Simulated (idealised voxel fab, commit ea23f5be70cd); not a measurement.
The process module presented herein is designated voxel gate over fins.
We display cut, a cross-section 160 nm in width whose square cells are each 5 nm.
Reading order for cross-sections: top band down to bottom band. Underlying form: a grid of square cells. Band size: one or more rows of cells.
The entry gives the band's vertical extent as a top height and a bottom height in nm, then its horizontal make-up as materials from left to right, each with a width in nm. "blank" stands for empty space; a single material marked "everywhere" fills the band edge to edge.
Below 0: as-received wafer, all one material; heights counted from there. Lowest band: no bottom, goes on down, written "top 0, no bottom".
With a width like "30 to 40", each row of cells in the band differs from the next by the same amount, the top row carrying the first number and the bottom row the second.
"no modification" after a step means that no cell of the cross-section changed.
Entry "Closed void inventory". Content: empty spaces with no open connection to the top, size 8 cells or greater. Each: width x height at distance. Distance: from left edge. Unit: nm.
The remark found on a step's line after its settings is issued by the simulator itself and pertains to that step.
The line of a step may include "overlay nm". On a step with a mask, this value is how far to the right of its planned place the mask lay. A negative value means the mask lay to the left.

# The process steps that were planned are listed below
step 1: op RECEIVE | material Si
step 2: op CONFORMAL_DEP | material SiN | thk nm 5
step 3: op PATTERN | tone cover | mask id FINS | material resist | width nm 15 | pitch nm 50 | thk nm 15 | overlay nm 0
step 4: op DIRECTIONAL_ETCH | etch materials SiN | depth nm 5
step 5: op DIRECTIONAL_ETCH | etch materials Si | depth nm 40
step 6: op STRIP | etch materials resist
step 7: op FILL_DEP | material SiO2 | thk nm 15
step 8: op CMP | height nm 5
step 9: op DIRECTIONAL_DEP | material aC | thk nm 15
step 10: op PATTERN | tone open | mask id RAIL | material resist | width nm 15 | thk nm 30 | overlay nm 0
step 11: op DIRECTIONAL_ETCH | etch materials aC | depth nm 15
step 12: op STRIP | etch materials resist
step 13: op DIRECTIONAL_ETCH | etch materials SiO2 | depth nm 40
step 14: op STRIP | etch materials aC
step 15: op CONFORMAL_DEP | material TiN | thk nm 5
step 16: op FILL_DEP | material Ru | thk nm 5
step 17: op CMP | height nm 5
step 18: op SELECTIVE_ETCH | etch materials W Ru TiN | depth nm 25
step 19: op FILL_DEP | material SiO2 | thk nm 5
step 20: op CMP | height nm 5
step 21: op SELECTIVE_ETCH | etch materials SiO2 | depth nm 15
step 22: op STRIP | etch materials SiN
step 23: op CONFORMAL_DEP | material HfO2 | thk nm 5
step 24: op CONFORMAL_DEP | material TiN | thk nm 5
step 25: op CONFORMAL_DEP | material TiAl | thk nm 5
step 26: op CONFORMAL_DEP | material TiN | thk nm 5
step 27: op FILL_DEP | material W | thk nm 15
step 28: op CMP | height nm 30
step 29: op CONFORMAL_DEP | material SiCN | thk nm 10

# Wafer as received: cross-section following step 1
- top 0, no bottom | Si everywhere
- Closed void inventory: none

# Wafer cross-section at end of module: start and plan as shown above, one execution error
- top 40, bottom 30 | SiCN everywhere
- top 30, bottom 20 | W everywhere
- top 20, bottom 15 | 155 of TiN, 5 of W
- top 15, bottom 10 | 5 of TiN, 45 of TiAl, 5 of TiN, 45 of TiAl, 5 of TiN, 45 of TiAl, 5 of TiN, 5 of W
- top 10, bottom 5 | 5 of TiN, 5 of TiAl, 35 of TiN, 5 of TiAl, 5 of TiN, 5 of TiAl, 35 of TiN, 5 of TiAl, 5 of TiN, 5 of TiAl, 35 of TiN, 5 of TiAl, 5 of TiN, 5 of W
- top 5, bottom 0 | 5 of TiN, 5 of TiAl, 5 of TiN, 25 of HfO2, 5 of TiN, 5 of TiAl, 5 of TiN, 5 of TiAl, 5 of TiN, 25 of HfO2, 5 of TiN, 5 of TiAl, 5 of TiN, 5 of TiAl, 5 of TiN, 25 of HfO2, 5 of TiN, 5 of TiAl, 5 of TiN, 5 of W
- top 0, bottom -5 | 5 of TiN, 5 of TiAl, 5 of TiN, 5 of HfO2, 15 of Si, 5 of HfO2, 5 of TiN, 5 of TiAl, 5 of TiN, 5 of TiAl, 5 of TiN, 5 of HfO2, 15 of Si, 5 of HfO2, 5 of TiN, 5 of TiAl, 5 of TiN, 5 of TiAl, 5 of TiN, 5 of HfO2, 15 of Si, 5 of HfO2, 5 of TiN, 5 of TiAl, 5 of TiN, 5 of W
- top -5, bottom -10 | 5 of TiN, 5 of TiAl, 5 of TiN, 5 of HfO2, 15 of Si, 5 of HfO2, 5 of TiN, 15 of TiAl, 5 of TiN, 5 of HfO2, 15 of Si, 5 of HfO2, 5 of TiN, 5 of TiAl, 5 of TiN, 5 of TiAl, 5 of TiN, 5 of HfO2, 15 of Si, 5 of HfO2, 5 of TiN, 5 of TiAl, 10 of TiN
- top -10, bottom -15 | 10 of TiAl, 5 of TiN, 5 of HfO2, 15 of Si, 5 of HfO2, 25 of TiN, 5 of HfO2, 15 of Si, 5 of HfO2, 5 of TiN, 15 of TiAl, 5 of TiN, 5 of HfO2, 15 of Si, 5 of HfO2, 5 of TiN, 15 of TiAl
- top -15, bottom -20 | 15 of TiN, 5 of HfO2, 15 of Si, 35 of HfO2, 15 of Si, 5 of HfO2, 25 of TiN, 5 of HfO2, 15 of Si, 5 of HfO2, 20 of TiN
- top -20, bottom -25 | 20 of HfO2, 15 of Si, 10 of HfO2, 5 of TiN, 5 of Ru, 5 of TiN, 10 of HfO2, 15 of Si, 35 of HfO2, 15 of Si, 25 of HfO2
- top -25, bottom -30 | 20 of SiO2, 15 of Si, 10 of SiO2, 5 of TiN, 5 of Ru, 5 of TiN, 10 of SiO2, 15 of Si, 35 of SiO2, 15 of Si, 25 of SiO2
- top -30, bottom -35 | 20 of SiO2, 15 of Si, 10 of SiO2, 15 of TiN, 10 of SiO2, 15 of Si, 35 of SiO2, 15 of Si, 25 of SiO2
- top -35, bottom -40 | 20 of SiO2, 15 of Si, 35 of SiO2, 15 of Si, 35 of SiO2, 15 of Si, 25 of SiO2
- top -40, no bottom | Si everywhere
- Closed void inventory: none
What broke from the plan during processing? the plan's step 21 ran twice
